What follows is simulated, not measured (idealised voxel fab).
process module | voxel wiring stack
cross-section cut | 175 nm wide | cells 5 nm
A cross-section is a grid of square cells, given in bands from the top down. A band is one or more rows of cells.
Each band's line starts with the height of the band's top and of its bottom, in nm. Then come its materials from left to right, each with its width in nm. One material with "throughout" fills the band from edge to edge. "air" is empty space.
Height 0 is the level under which the wafer as received is all one material. The lowest band goes on downwards, as in "0 down".
A width such as "30 to 40" changes by the same amount from each row of cells to the next, from the band's top row to its bottom row.
"no change" after a step means that no cell of the cross-section changed.
closed voids: empty space of 8 cells or more with no open way to the top, each as width x height at its distance from the left edge, in nm
after a step's settings: what the simulator itself notes on the step
overlay nm, on a step with a mask: how far to the right of its planned place the mask lay; to the left if negative
Each pair below shows a cross-section before one step and the cross-section after it, down to the lowest band that changed. The line under each pair gives the step between them, with its settings. The pairs can come from different runs of this module on the same starting wafer, so a pair continues from the pair above only where its "before" says so.
before
  40 to 35: lowk throughout
  35 to 20: lowk 45 | Ru 25 | lowk 30 | Ru 25 | lowk 50
  20 to 5: SiO2 throughout
  5 to 0: TiN throughout
  0 down: Si throughout
  closed voids: none
after
  35 to 20: lowk 45 | Ru 25 | lowk 30 | Ru 25 | lowk 50
  below 20: unchanged
  closed voids: none
the step between: op CMP | height nm 35
before: the cross-section after the pair above
after
  40 to 35: SiCN throughout
  below 35: unchanged
  closed voids: none
the step between: op CONFORMAL_DEP | material SiCN | thk nm 5
before: the cross-section after the pair above
after
  50 to 40: lowk throughout
  below 40: unchanged
  closed voids: none
the step between: op DIRECTIONAL_DEP | material lowk | thk nm 10
before: the cross-section after the pair above
after
  65 to 50: aC throughout
  below 50: unchanged
  closed voids: none
the step between: op DIRECTIONAL_DEP | material aC | thk nm 15
before: the cross-section after the pair above
after
  95 to 65: resist 45 | air 15 | resist 40 | air 15 | resist 60
  below 65: unchanged
  closed voids: none
the step between: op PATTERN | tone open | mask id PLUG_1 | material resist | width nm 15 | pitch nm 55 | thk nm 30 | overlay nm 0
before: the cross-section after the pair above
after
  80 to 65: resist 45 | air 15 | resist 40 | air 15 | resist 60
  65 to 50: aC 45 | air 15 | aC 40 | air 15 | aC 60
  below 50: unchanged
  closed voids: none
the step between: op DIRECTIONAL_ETCH | etch materials aC | depth nm 15
before: the cross-section after the pair above
after
  65 to 50: aC 45 | air 15 | aC 40 | air 15 | aC 60
  below 50: unchanged
  closed voids: none
the step between: op STRIP | etch materials resist
before: the cross-section after the pair above
after
  65 to 50: aC 45 | air 15 | aC 40 | air 15 | aC 60
  50 to 40: lowk 45 | air 15 | lowk 40 | air 15 | lowk 60
  below 40: unchanged
  closed voids: none
the step between: op DIRECTIONAL_ETCH | etch materials lowk | depth nm 10
before: the cross-section after the pair above
after
  65 to 50: aC 45 | air 15 | aC 40 | air 15 | aC 60
  50 to 40: lowk 45 | air 15 | lowk 40 | air 15 | lowk 60
  40 to 35: SiCN 45 | air 15 | SiCN 40 | air 15 | SiCN 60
  below 35: unchanged
  closed voids: none
the step between: op DIRECTIONAL_ETCH | etch materials SiCN | depth nm 5
before: the cross-section after the pair above
after
  50 to 40: lowk 45 | air 15 | lowk 40 | air 15 | lowk 60
  below 40: unchanged
  closed voids: none
the step between: op STRIP | etch materials aC
before: the cross-section after the pair above
after
  55 to 50: TiN 50 | air 5 | TiN 50 | air 5 | TiN 65
  50 to 40: lowk 45 | TiN 5 | air 5 | TiN 5 | lowk 40 | TiN 5 | air 5 | TiN 5 | lowk 60
  40 to 35: SiCN 45 | TiN 15 | SiCN 40 | TiN 15 | SiCN 60
  below 35: unchanged
  closed voids: none
the step between: op CONFORMAL_DEP | material TiN | thk nm 5
before: the cross-section after the pair above
after
  60 to 55: Ru throughout
  55 to 50: TiN 50 | Ru 5 | TiN 50 | Ru 5 | TiN 65
  50 to 40: lowk 45 | TiN 5 | Ru 5 | TiN 5 | lowk 40 | TiN 5 | Ru 5 | TiN 5 | lowk 60
  below 40: unchanged
  closed voids: none
the step between: op FILL_DEP | material Ru | thk nm 5
before: the cross-section after the pair above
after
  50 to 40: lowk 45 | TiN 5 | Ru 5 | TiN 5 | lowk 40 | TiN 5 | Ru 5 | TiN 5 | lowk 60
  below 40: unchanged
  closed voids: none
the step between: op CMP | height nm 50
before: the cross-section after the pair above
after
  55 to 50: SiCN throughout
  below 50: unchanged
  closed voids: none
the step between: op CONFORMAL_DEP | material SiCN | thk nm 5
before: the cross-section after the pair above
after
  70 to 55: SiO2 throughout
  below 55: unchanged
  closed voids: none
the step between: op DIRECTIONAL_DEP | material SiO2 | thk nm 15
before: the cross-section after the pair above
after
  85 to 70: resist 45 | air 25 | resist 30 | air 25 | resist 50
  below 70: unchanged
  closed voids: none
the step between: op PATTERN | tone open | mask id METAL_2 | material resist | width nm 25 | pitch nm 55 | thk nm 15 | overlay nm 0
before: the cross-section after the pair above
after
  85 to 70: resist 45 | air 25 | resist 30 | air 25 | resist 50
  70 to 55: SiO2 45 | air 25 | SiO2 30 | air 25 | SiO2 50
  below 55: unchanged
  closed voids: none
the step between: op DIRECTIONAL_ETCH | etch materials SiO2 | depth nm 15
before: the cross-section after the pair above
after
  85 to 70: resist 45 | air 25 | resist 30 | air 25 | resist 50
  70 to 55: SiO2 45 | air 25 | SiO2 30 | air 25 | SiO2 50
  55 to 50: SiCN 45 | air 25 | SiCN 30 | air 25 | SiCN 50
  below 50: unchanged
  closed voids: none
the step between: op DIRECTIONAL_ETCH | etch materials SiCN | depth nm 5
before: the cross-section after the pair above
after
  70 to 55: SiO2 45 | air 25 | SiO2 30 | air 25 | SiO2 50
  below 55: unchanged
  closed voids: none
the step between: op STRIP | etch materials resist
before: the cross-section after the pair above
after
  75 to 70: TiN 50 | air 15 | TiN 40 | air 15 | TiN 55
  70 to 55: SiO2 45 | TiN 5 | air 15 | TiN 5 | SiO2 30 | TiN 5 | air 15 | TiN 5 | SiO2 50
  55 to 50: SiCN 45 | TiN 25 | SiCN 30 | TiN 25 | SiCN 50
  below 50: unchanged
  closed voids: none
the step between: op CONFORMAL_DEP | material TiN | thk nm 5
before: the cross-section after the pair above
after
  80 to 75: Ru throughout
  75 to 70: TiN 50 | Ru 15 | TiN 40 | Ru 15 | TiN 55
  70 to 55: SiO2 45 | TiN 5 | Ru 15 | TiN 5 | SiO2 30 | TiN 5 | Ru 15 | TiN 5 | SiO2 50
  below 55: unchanged
  closed voids: none
the step between: op FILL_DEP | material Ru | thk nm 5
before: the cross-section after the pair above
after
  70 to 55: SiO2 45 | TiN 5 | Ru 15 | TiN 5 | SiO2 30 | TiN 5 | Ru 15 | TiN 5 | SiO2 50
  below 55: unchanged
  closed voids: none
the step between: op CMP | height nm 70
before: the cross-section after the pair above
after
  75 to 70: SiCN throughout
  below 70: unchanged
  closed voids: none
the step between: op CONFORMAL_DEP | material SiCN | thk nm 5
before: the cross-section after the pair above
after
  105 to 75: SiO2 throughout
  below 75: unchanged
  closed voids: none
the step between: op DIRECTIONAL_DEP | material SiO2 | thk nm 30
before: the cross-section after the pair above
after
  105 to 75: SiO2 45 | air 15 | SiO2 115
  below 75: unchanged
  closed voids: none
the step between: op MASKED_ETCH | tone open | mask id METAL_3_HOLES | width nm 15 | etch materials SiO2 | depth nm 30 | overlay nm 0
before: the cross-section after the pair above
after
  105 to 90: SiO2 45 | air 25 | SiO2 30 | air 25 | SiO2 50
  below 90: unchanged
  closed voids: none
the step between: op MASKED_ETCH | tone open | mask id METAL_3 | width nm 25 | pitch nm 55 | etch materials SiO2 | depth nm 15 | overlay nm 0
before: the cross-section after the pair above
after
  105 to 90: SiO2 45 | air 25 | SiO2 30 | air 25 | SiO2 50
  90 to 75: SiO2 45 | air 15 | SiO2 115
  75 to 70: SiCN 45 | air 15 | SiCN 115
  below 70: unchanged
  closed voids: none
the step between: op MASKED_ETCH | tone open | mask id METAL_3 | width nm 25 | pitch nm 55 | etch materials SiCN | depth nm 5 | overlay nm 0
before: the cross-section after the pair above
after
  110 to 105: TiN 50 | air 15 | TiN 40 | air 15 | TiN 55
  105 to 95: SiO2 45 | TiN 5 | air 15 | TiN 5 | SiO2 30 | TiN 5 | air 15 | TiN 5 | SiO2 50
  95 to 90: SiO2 45 | TiN 5 | air 5 | TiN 15 | SiO2 30 | TiN 25 | SiO2 50
  90 to 75: SiO2 45 | TiN 5 | air 5 | TiN 5 | SiO2 115
  75 to 70: SiCN 45 | TiN 15 | SiCN 115
  below 70: unchanged
  closed voids: none
the step between: op CONFORMAL_DEP | material TiN | thk nm 5
before: the cross-section after the pair above
after
  115 to 110: Ru throughout
  110 to 105: TiN 50 | Ru 15 | TiN 40 | Ru 15 | TiN 55
  105 to 95: SiO2 45 | TiN 5 | Ru 15 | TiN 5 | SiO2 30 | TiN 5 | Ru 15 | TiN 5 | SiO2 50
  95 to 90: SiO2 45 | TiN 5 | Ru 5 | TiN 15 | SiO2 30 | TiN 25 | SiO2 50
  90 to 75: SiO2 45 | TiN 5 | Ru 5 | TiN 5 | SiO2 115
  below 75: unchanged
  closed voids: none
the step between: op FILL_DEP | material Ru | thk nm 5
before: the cross-section after the pair above
after
  105 to 95: SiO2 45 | TiN 5 | Ru 15 | TiN 5 | SiO2 30 | TiN 5 | Ru 15 | TiN 5 | SiO2 50
  below 95: unchanged
  closed voids: none
the step between: op CMP | height nm 105
before: the cross-section after the pair above
after
  110 to 105: SiCN throughout
  below 105: unchanged
  closed voids: none
the step between: op CONFORMAL_DEP | material SiCN | thk nm 5
before
  80 to 75: Ru throughout
  75 to 70: TiN 50 | Ru 15 | TiN 40 | Ru 15 | TiN 55
  70 to 55: SiO2 45 | TiN 5 | Ru 15 | TiN 5 | SiO2 30 | TiN 5 | Ru 15 | TiN 5 | SiO2 50
  55 to 50: SiCN 45 | TiN 25 | SiCN 30 | TiN 25 | SiCN 50
  50 to 40: lowk 45 | TiN 5 | Ru 5 | TiN 5 | lowk 40 | TiN 5 | Ru 5 | TiN 5 | lowk 60
  40 to 35: SiCN 45 | TiN 15 | SiCN 40 | TiN 15 | SiCN 60
  35 to 20: lowk 45 | Ru 25 | lowk 30 | Ru 25 | lowk 50
  20 to 15: lowk 45 | TiN 25 | lowk 30 | TiN 25 | lowk 50
  15 to 0: SiO2 throughout
  0 down: Si throughout
  closed voids: none
after
  60 to 55: SiO2 45 | TiN 5 | Ru 15 | TiN 5 | SiO2 30 | TiN 5 | Ru 15 | TiN 5 | SiO2 50
  below 55: unchanged
  closed voids: none
the step between: op CMP | height nm 60
before: the cross-section after the pair above
after
  65 to 60: SiCN throughout
  below 60: unchanged
  closed voids: none
the step between: op CONFORMAL_DEP | material SiCN | thk nm 5
before: the cross-section after the pair above
after
  95 to 65: SiO2 throughout
  below 65: unchanged
  closed voids: none
the step between: op DIRECTIONAL_DEP | material SiO2 | thk nm 30
before: the cross-section after the pair above
after
  95 to 65: SiO2 45 | air 15 | SiO2 115
  below 65: unchanged
  closed voids: none
the step between: op MASKED_ETCH | tone open | mask id METAL_3_HOLES | width nm 15 | etch materials SiO2 | depth nm 30 | overlay nm 0
before: the cross-section after the pair above
after
  95 to 80: SiO2 45 | air 25 | SiO2 30 | air 25 | SiO2 50
  below 80: unchanged
  closed voids: none
the step between: op MASKED_ETCH | tone open | mask id METAL_3 | width nm 25 | pitch nm 55 | etch materials SiO2 | depth nm 15 | overlay nm 0
before: the cross-section after the pair above
after
  95 to 80: SiO2 45 | air 25 | SiO2 30 | air 25 | SiO2 50
  80 to 65: SiO2 45 | air 15 | SiO2 115
  65 to 60: SiCN 45 | air 15 | SiCN 115
  below 60: unchanged
  closed voids: none
the step between: op MASKED_ETCH | tone open | mask id METAL_3 | width nm 25 | pitch nm 55 | etch materials SiCN | depth nm 5 | overlay nm 0
before: the cross-section after the pair above
after
  100 to 95: TiN 50 | air 15 | TiN 40 | air 15 | TiN 55
  95 to 85: SiO2 45 | TiN 5 | air 15 | TiN 5 | SiO2 30 | TiN 5 | air 15 | TiN 5 | SiO2 50
  85 to 80: SiO2 45 | TiN 5 | air 5 | TiN 15 | SiO2 30 | TiN 25 | SiO2 50
  80 to 65: SiO2 45 | TiN 5 | air 5 | TiN 5 | SiO2 115
  65 to 60: SiCN 45 | TiN 15 | SiCN 115
  below 60: unchanged
  closed voids: none
the step between: op CONFORMAL_DEP | material TiN | thk nm 5
before: the cross-section after the pair above
after
  105 to 100: Ru throughout
  100 to 95: TiN 50 | Ru 15 | TiN 40 | Ru 15 | TiN 55
  95 to 85: SiO2 45 | TiN 5 | Ru 15 | TiN 5 | SiO2 30 | TiN 5 | Ru 15 | TiN 5 | SiO2 50
  85 to 80: SiO2 45 | TiN 5 | Ru 5 | TiN 15 | SiO2 30 | TiN 25 | SiO2 50
  80 to 65: SiO2 45 | TiN 5 | Ru 5 | TiN 5 | SiO2 115
  below 65: unchanged
  closed voids: none
the step between: op FILL_DEP | material Ru | thk nm 5
before: the cross-section after the pair above
after
  110 to 105: SiCN throughout
  below 105: unchanged
  closed voids: none
the step between: op CONFORMAL_DEP | material SiCN | thk nm 5
before
  105 to 75: SiO2 45 | air 15 | SiO2 115
  75 to 70: SiCN throughout
  70 to 55: SiO2 45 | TiN 5 | Ru 15 | TiN 5 | SiO2 30 | TiN 5 | Ru 15 | TiN 5 | SiO2 50
  55 to 50: SiCN 45 | TiN 25 | SiCN 30 | TiN 25 | SiCN 50
  50 to 40: lowk 45 | TiN 5 | Ru 5 | TiN 5 | lowk 40 | TiN 5 | Ru 5 | TiN 5 | lowk 60
  40 to 35: SiCN 45 | TiN 15 | SiCN 40 | TiN 15 | SiCN 60
  35 to 20: lowk 45 | Ru 25 | lowk 30 | Ru 25 | lowk 50
  20 to 15: lowk 45 | TiN 25 | lowk 30 | TiN 25 | lowk 50
  15 to 0: SiO2 throughout
  0 down: Si throughout
  closed voids: none
after
  105 to 90: SiO2 40 | air 35 | SiO2 20 | air 35 | SiO2 45
  below 90: unchanged
  closed voids: none
the step between: op MASKED_ETCH | tone open | mask id METAL_3 | width nm 35 | pitch nm 55 | etch materials SiO2 | depth nm 15 | overlay nm 0
before: the cross-section after the pair above
after
  105 to 90: SiO2 40 | air 35 | SiO2 20 | air 35 | SiO2 45
  90 to 75: SiO2 45 | air 15 | SiO2 115
  75 to 70: SiCN 45 | air 15 | SiCN 115
  below 70: unchanged
  closed voids: none
the step between: op MASKED_ETCH | tone open | mask id METAL_3 | width nm 25 | pitch nm 55 | etch materials SiCN | depth nm 5 | overlay nm 0
before: the cross-section after the pair above
after
  110 to 105: TiN 45 | air 25 | TiN 30 | air 25 | TiN 50
  105 to 95: SiO2 40 | TiN 5 | air 25 | TiN 5 | SiO2 20 | TiN 5 | air 25 | TiN 5 | SiO2 45
  95 to 90: SiO2 40 | TiN 10 | air 5 | TiN 20 | SiO2 20 | TiN 35 | SiO2 45
  90 to 75: SiO2 45 | TiN 5 | air 5 | TiN 5 | SiO2 115
  75 to 70: SiCN 45 | TiN 15 | SiCN 115
  below 70: unchanged
  closed voids: none
the step between: op CONFORMAL_DEP | material TiN | thk nm 5
before: the cross-section after the pair above
after
  115 to 110: Ru throughout
  110 to 105: TiN 45 | Ru 25 | TiN 30 | Ru 25 | TiN 50
  105 to 95: SiO2 40 | TiN 5 | Ru 25 | TiN 5 | SiO2 20 | TiN 5 | Ru 25 | TiN 5 | SiO2 45
  95 to 90: SiO2 40 | TiN 10 | Ru 5 | TiN 20 | SiO2 20 | TiN 35 | SiO2 45
  90 to 75: SiO2 45 | TiN 5 | Ru 5 | TiN 5 | SiO2 115
  below 75: unchanged
  closed voids: none
the step between: op FILL_DEP | material Ru | thk nm 5
before: the cross-section after the pair above
after
  105 to 95: SiO2 40 | TiN 5 | Ru 25 | TiN 5 | SiO2 20 | TiN 5 | Ru 25 | TiN 5 | SiO2 45
  below 95: unchanged
  closed voids: none
the step between: op CMP | height nm 105
before: the cross-section after the pair above
after
  110 to 105: SiCN throughout
  below 105: unchanged
  closed voids: none
the step between: op CONFORMAL_DEP | material SiCN | thk nm 5
before
  65 to 50: aC throughout
  50 to 40: lowk throughout
  40 to 35: SiCN throughout
  35 to 20: lowk 45 | Ru 25 | lowk 30 | Ru 25 | lowk 50
  20 to 15: lowk 45 | TiN 25 | lowk 30 | TiN 25 | lowk 50
  15 to 0: SiO2 throughout
  0 down: Si throughout
  closed voids: none
after
  95 to 65: resist 35 | air 15 | resist 40 | air 15 | resist 70
  below 65: unchanged
  closed voids: none
the step between: op PATTERN | tone open | mask id PLUG_1 | material resist | width nm 15 | pitch nm 55 | thk nm 30 | overlay nm -10
before: the cross-section after the pair above
after
  80 to 65: resist 35 | air 15 | resist 40 | air 15 | resist 70
  65 to 50: aC 35 | air 15 | aC 40 | air 15 | aC 70
  below 50: unchanged
  closed voids: none
the step between: op DIRECTIONAL_ETCH | etch materials aC | depth nm 15
before: the cross-section after the pair above
after
  65 to 50: aC 35 | air 15 | aC 40 | air 15 | aC 70
  below 50: unchanged
  closed voids: none
the step between: op STRIP | etch materials resist
before: the cross-section after the pair above
after
  65 to 50: aC 35 | air 15 | aC 40 | air 15 | aC 70
  50 to 40: lowk 35 | air 15 | lowk 40 | air 15 | lowk 70
  below 40: unchanged
  closed voids: none
the step between: op DIRECTIONAL_ETCH | etch materials lowk | depth nm 10
before: the cross-section after the pair above
after
  65 to 50: aC 35 | air 15 | aC 40 | air 15 | aC 70
  50 to 40: lowk 35 | air 15 | lowk 40 | air 15 | lowk 70
  40 to 35: SiCN 35 | air 15 | SiCN 40 | air 15 | SiCN 70
  below 35: unchanged
  closed voids: none
the step between: op DIRECTIONAL_ETCH | etch materials SiCN | depth nm 5
before: the cross-section after the pair above
after
  50 to 40: lowk 35 | air 15 | lowk 40 | air 15 | lowk 70
  below 40: unchanged
  closed voids: none
the step between: op STRIP | etch materials aC
before: the cross-section after the pair above
after
  55 to 50: TiN 40 | air 5 | TiN 50 | air 5 | TiN 75
  50 to 40: lowk 35 | TiN 5 | air 5 | TiN 5 | lowk 40 | TiN 5 | air 5 | TiN 5 | lowk 70
  40 to 35: SiCN 35 | TiN 15 | SiCN 40 | TiN 15 | SiCN 70
  below 35: unchanged
  closed voids: none
the step between: op CONFORMAL_DEP | material TiN | thk nm 5
before: the cross-section after the pair above
after
  60 to 55: Ru throughout
  55 to 50: TiN 40 | Ru 5 | TiN 50 | Ru 5 | TiN 75
  50 to 40: lowk 35 | TiN 5 | Ru 5 | TiN 5 | lowk 40 | TiN 5 | Ru 5 | TiN 5 | lowk 70
  below 40: unchanged
  closed voids: none
the step between: op FILL_DEP | material Ru | thk nm 5
before: the cross-section after the pair above
after
  50 to 40: lowk 35 | TiN 5 | Ru 5 | TiN 5 | lowk 40 | TiN 5 | Ru 5 | TiN 5 | lowk 70
  below 40: unchanged
  closed voids: none
the step between: op CMP | height nm 50
before: the cross-section after the pair above
after
  55 to 50: SiCN throughout
  below 50: unchanged
  closed voids: none
the step between: op CONFORMAL_DEP | material SiCN | thk nm 5
before: the cross-section after the pair above
after
  70 to 55: SiO2 throughout
  below 55: unchanged
  closed voids: none
the step between: op DIRECTIONAL_DEP | material SiO2 | thk nm 15
before: the cross-section after the pair above
after
  85 to 70: resist 45 | air 25 | resist 30 | air 25 | resist 50
  below 70: unchanged
  closed voids: none
the step between: op PATTERN | tone open | mask id METAL_2 | material resist | width nm 25 | pitch nm 55 | thk nm 15 | overlay nm 0
before: the cross-section after the pair above
after
  85 to 70: resist 45 | air 25 | resist 30 | air 25 | resist 50
  70 to 55: SiO2 45 | air 25 | SiO2 30 | air 25 | SiO2 50
  below 55: unchanged
  closed voids: none
the step between: op DIRECTIONAL_ETCH | etch materials SiO2 | depth nm 15
before: the cross-section after the pair above
after
  85 to 70: resist 45 | air 25 | resist 30 | air 25 | resist 50
  70 to 55: SiO2 45 | air 25 | SiO2 30 | air 25 | SiO2 50
  55 to 50: SiCN 45 | air 25 | SiCN 30 | air 25 | SiCN 50
  below 50: unchanged
  closed voids: none
the step between: op DIRECTIONAL_ETCH | etch materials SiCN | depth nm 5
before: the cross-section after the pair above
after
  70 to 55: SiO2 45 | air 25 | SiO2 30 | air 25 | SiO2 50
  below 55: unchanged
  closed voids: none
the step between: op STRIP | etch materials resist
before: the cross-section after the pair above
after
  75 to 70: TiN 50 | air 15 | TiN 40 | air 15 | TiN 55
  70 to 55: SiO2 45 | TiN 5 | air 15 | TiN 5 | SiO2 30 | TiN 5 | air 15 | TiN 5 | SiO2 50
  55 to 50: SiCN 45 | TiN 25 | SiCN 30 | TiN 25 | SiCN 50
  below 50: unchanged
  closed voids: none
the step between: op CONFORMAL_DEP | material TiN | thk nm 5
before: the cross-section after the pair above
after
  80 to 75: Ru throughout
  75 to 70: TiN 50 | Ru 15 | TiN 40 | Ru 15 | TiN 55
  70 to 55: SiO2 45 | TiN 5 | Ru 15 | TiN 5 | SiO2 30 | TiN 5 | Ru 15 | TiN 5 | SiO2 50
  below 55: unchanged
  closed voids: none
the step between: op FILL_DEP | material Ru | thk nm 5
before: the cross-section after the pair above
after
  70 to 55: SiO2 45 | TiN 5 | Ru 15 | TiN 5 | SiO2 30 | TiN 5 | Ru 15 | TiN 5 | SiO2 50
  below 55: unchanged
  closed voids: none
the step between: op CMP | height nm 70
before: the cross-section after the pair above
after
  75 to 70: SiCN throughout
  below 70: unchanged
  closed voids: none
the step between: op CONFORMAL_DEP | material SiCN | thk nm 5
before: the cross-section after the pair above
after
  105 to 75: SiO2 throughout
  below 75: unchanged
  closed voids: none
the step between: op DIRECTIONAL_DEP | material SiO2 | thk nm 30
before: the cross-section after the pair above
after
  105 to 75: SiO2 45 | air 15 | SiO2 115
  below 75: unchanged
  closed voids: none
the step between: op MASKED_ETCH | tone open | mask id METAL_3_HOLES | width nm 15 | etch materials SiO2 | depth nm 30 | overlay nm 0
before: the cross-section after the pair above
after
  105 to 90: SiO2 45 | air 25 | SiO2 30 | air 25 | SiO2 50
  below 90: unchanged
  closed voids: none
the step between: op MASKED_ETCH | tone open | mask id METAL_3 | width nm 25 | pitch nm 55 | etch materials SiO2 | depth nm 15 | overlay nm 0
before: the cross-section after the pair above
after
  105 to 90: SiO2 45 | air 25 | SiO2 30 | air 25 | SiO2 50
  90 to 75: SiO2 45 | air 15 | SiO2 115
  75 to 70: SiCN 45 | air 15 | SiCN 115
  below 70: unchanged
  closed voids: none
the step between: op MASKED_ETCH | tone open | mask id METAL_3 | width nm 25 | pitch nm 55 | etch materials SiCN | depth nm 5 | overlay nm 0
before: the cross-section after the pair above
after
  110 to 105: TiN 50 | air 15 | TiN 40 | air 15 | TiN 55
  105 to 95: SiO2 45 | TiN 5 | air 15 | TiN 5 | SiO2 30 | TiN 5 | air 15 | TiN 5 | SiO2 50
  95 to 90: SiO2 45 | TiN 5 | air 5 | TiN 15 | SiO2 30 | TiN 25 | SiO2 50
  90 to 75: SiO2 45 | TiN 5 | air 5 | TiN 5 | SiO2 115
  75 to 70: SiCN 45 | TiN 15 | SiCN 115
  below 70: unchanged
  closed voids: none
the step between: op CONFORMAL_DEP | material TiN | thk nm 5
before: the cross-section after the pair above
after
  115 to 110: Ru throughout
  110 to 105: TiN 50 | Ru 15 | TiN 40 | Ru 15 | TiN 55
  105 to 95: SiO2 45 | TiN 5 | Ru 15 | TiN 5 | SiO2 30 | TiN 5 | Ru 15 | TiN 5 | SiO2 50
  95 to 90: SiO2 45 | TiN 5 | Ru 5 | TiN 15 | SiO2 30 | TiN 25 | SiO2 50
  90 to 75: SiO2 45 | TiN 5 | Ru 5 | TiN 5 | SiO2 115
  below 75: unchanged
  closed voids: none
the step between: op FILL_DEP | material Ru | thk nm 5
before: the cross-section after the pair above
after
  105 to 95: SiO2 45 | TiN 5 | Ru 15 | TiN 5 | SiO2 30 | TiN 5 | Ru 15 | TiN 5 | SiO2 50
  below 95: unchanged
  closed voids: none
the step between: op CMP | height nm 105
before: the cross-section after the pair above
after
  110 to 105: SiCN throughout
  below 105: unchanged
  closed voids: none
the step between: op CONFORMAL_DEP | material SiCN | thk nm 5
before
  50 to 40: lowk 45 | air 15 | lowk 40 | air 15 | lowk 60
  40 to 35: SiCN 45 | air 15 | SiCN 40 | air 15 | SiCN 60
  35 to 20: lowk 45 | Ru 25 | lowk 30 | Ru 25 | lowk 50
  20 to 15: lowk 45 | TiN 25 | lowk 30 | TiN 25 | lowk 50
  15 to 0: SiO2 throughout
  0 down: Si throughout
  closed voids: none
after
  55 to 40: lowk 50 | air 5 | lowk 50 | air 5 | lowk 65
  40 to 35: SiCN 45 | lowk 15 | SiCN 40 | lowk 15 | SiCN 60
  below 35: unchanged
  closed voids: none
the step between: op CONFORMAL_DEP | material lowk | thk nm 5
before: the cross-section after the pair above
after
  60 to 55: Ru throughout
  55 to 40: lowk 50 | Ru 5 | lowk 50 | Ru 5 | lowk 65
  below 40: unchanged
  closed voids: none
the step between: op FILL_DEP | material Ru | thk nm 5
before: the cross-section after the pair above
after
  50 to 40: lowk 50 | Ru 5 | lowk 50 | Ru 5 | lowk 65
  below 40: unchanged
  closed voids: none
the step between: op CMP | height nm 50
before: the cross-section after the pair above
after
  55 to 50: SiCN throughout
  below 50: unchanged
  closed voids: none
the step between: op CONFORMAL_DEP | material SiCN | thk nm 5
before: the cross-section after the pair above
after
  70 to 55: SiO2 throughout
  below 55: unchanged
  closed voids: none
the step between: op DIRECTIONAL_DEP | material SiO2 | thk nm 15
before: the cross-section after the pair above
after
  85 to 70: resist 45 | air 25 | resist 30 | air 25 | resist 50
  below 70: unchanged
  closed voids: none
the step between: op PATTERN | tone open | mask id METAL_2 | material resist | width nm 25 | pitch nm 55 | thk nm 15 | overlay nm 0
before: the cross-section after the pair above
after
  85 to 70: resist 45 | air 25 | resist 30 | air 25 | resist 50
  70 to 55: SiO2 45 | air 25 | SiO2 30 | air 25 | SiO2 50
  below 55: unchanged
  closed voids: none
the step between: op DIRECTIONAL_ETCH | etch materials SiO2 | depth nm 15
before: the cross-section after the pair above
after
  85 to 70: resist 45 | air 25 | resist 30 | air 25 | resist 50
  70 to 55: SiO2 45 | air 25 | SiO2 30 | air 25 | SiO2 50
  55 to 50: SiCN 45 | air 25 | SiCN 30 | air 25 | SiCN 50
  below 50: unchanged
  closed voids: none
the step between: op DIRECTIONAL_ETCH | etch materials SiCN | depth nm 5
before: the cross-section after the pair above
after
  70 to 55: SiO2 45 | air 25 | SiO2 30 | air 25 | SiO2 50
  below 55: unchanged
  closed voids: none
the step between: op STRIP | etch materials resist
before: the cross-section after the pair above
after
  75 to 70: TiN 50 | air 15 | TiN 40 | air 15 | TiN 55
  70 to 55: SiO2 45 | TiN 5 | air 15 | TiN 5 | SiO2 30 | TiN 5 | air 15 | TiN 5 | SiO2 50
  55 to 50: SiCN 45 | TiN 25 | SiCN 30 | TiN 25 | SiCN 50
  below 50: unchanged
  closed voids: none
the step between: op CONFORMAL_DEP | material TiN | thk nm 5
before: the cross-section after the pair above
after
  80 to 75: Ru throughout
  75 to 70: TiN 50 | Ru 15 | TiN 40 | Ru 15 | TiN 55
  70 to 55: SiO2 45 | TiN 5 | Ru 15 | TiN 5 | SiO2 30 | TiN 5 | Ru 15 | TiN 5 | SiO2 50
  below 55: unchanged
  closed voids: none
the step between: op FILL_DEP | material Ru | thk nm 5
before: the cross-section after the pair above
after
  70 to 55: SiO2 45 | TiN 5 | Ru 15 | TiN 5 | SiO2 30 | TiN 5 | Ru 15 | TiN 5 | SiO2 50
  below 55: unchanged
  closed voids: none
the step between: op CMP | height nm 70
before: the cross-section after the pair above
after
  75 to 70: SiCN throughout
  below 70: unchanged
  closed voids: none
the step between: op CONFORMAL_DEP | material SiCN | thk nm 5
before: the cross-section after the pair above
after
  105 to 75: SiO2 throughout
  below 75: unchanged
  closed voids: none
the step between: op DIRECTIONAL_DEP | material SiO2 | thk nm 30
before: the cross-section after the pair above
after
  105 to 75: SiO2 45 | air 15 | SiO2 115
  below 75: unchanged
  closed voids: none
the step between: op MASKED_ETCH | tone open | mask id METAL_3_HOLES | width nm 15 | etch materials SiO2 | depth nm 30 | overlay nm 0
before: the cross-section after the pair above
after
  105 to 90: SiO2 45 | air 25 | SiO2 30 | air 25 | SiO2 50
  below 90: unchanged
  closed voids: none
the step between: op MASKED_ETCH | tone open | mask id METAL_3 | width nm 25 | pitch nm 55 | etch materials SiO2 | depth nm 15 | overlay nm 0
before: the cross-section after the pair above
after
  105 to 90: SiO2 45 | air 25 | SiO2 30 | air 25 | SiO2 50
  90 to 75: SiO2 45 | air 15 | SiO2 115
  75 to 70: SiCN 45 | air 15 | SiCN 115
  below 70: unchanged
  closed voids: none
the step between: op MASKED_ETCH | tone open | mask id METAL_3 | width nm 25 | pitch nm 55 | etch materials SiCN | depth nm 5 | overlay nm 0
before: the cross-section after the pair above
after
  110 to 105: TiN 50 | air 15 | TiN 40 | air 15 | TiN 55
  105 to 95: SiO2 45 | TiN 5 | air 15 | TiN 5 | SiO2 30 | TiN 5 | air 15 | TiN 5 | SiO2 50
  95 to 90: SiO2 45 | TiN 5 | air 5 | TiN 15 | SiO2 30 | TiN 25 | SiO2 50
  90 to 75: SiO2 45 | TiN 5 | air 5 | TiN 5 | SiO2 115
  75 to 70: SiCN 45 | TiN 15 | SiCN 115
  below 70: unchanged
  closed voids: none
the step between: op CONFORMAL_DEP | material TiN | thk nm 5
before: the cross-section after the pair above
after
  115 to 110: Ru throughout
  110 to 105: TiN 50 | Ru 15 | TiN 40 | Ru 15 | TiN 55
  105 to 95: SiO2 45 | TiN 5 | Ru 15 | TiN 5 | SiO2 30 | TiN 5 | Ru 15 | TiN 5 | SiO2 50
  95 to 90: SiO2 45 | TiN 5 | Ru 5 | TiN 15 | SiO2 30 | TiN 25 | SiO2 50
  90 to 75: SiO2 45 | TiN 5 | Ru 5 | TiN 5 | SiO2 115
  below 75: unchanged
  closed voids: none
the step between: op FILL_DEP | material Ru | thk nm 5
before: the cross-section after the pair above
after
  105 to 95: SiO2 45 | TiN 5 | Ru 15 | TiN 5 | SiO2 30 | TiN 5 | Ru 15 | TiN 5 | SiO2 50
  below 95: unchanged
  closed voids: none
the step between: op CMP | height nm 105
before: the cross-section after the pair above
after
  110 to 105: SiCN throughout
  below 105: unchanged
  closed voids: none
the step between: op CONFORMAL_DEP | material SiCN | thk nm 5
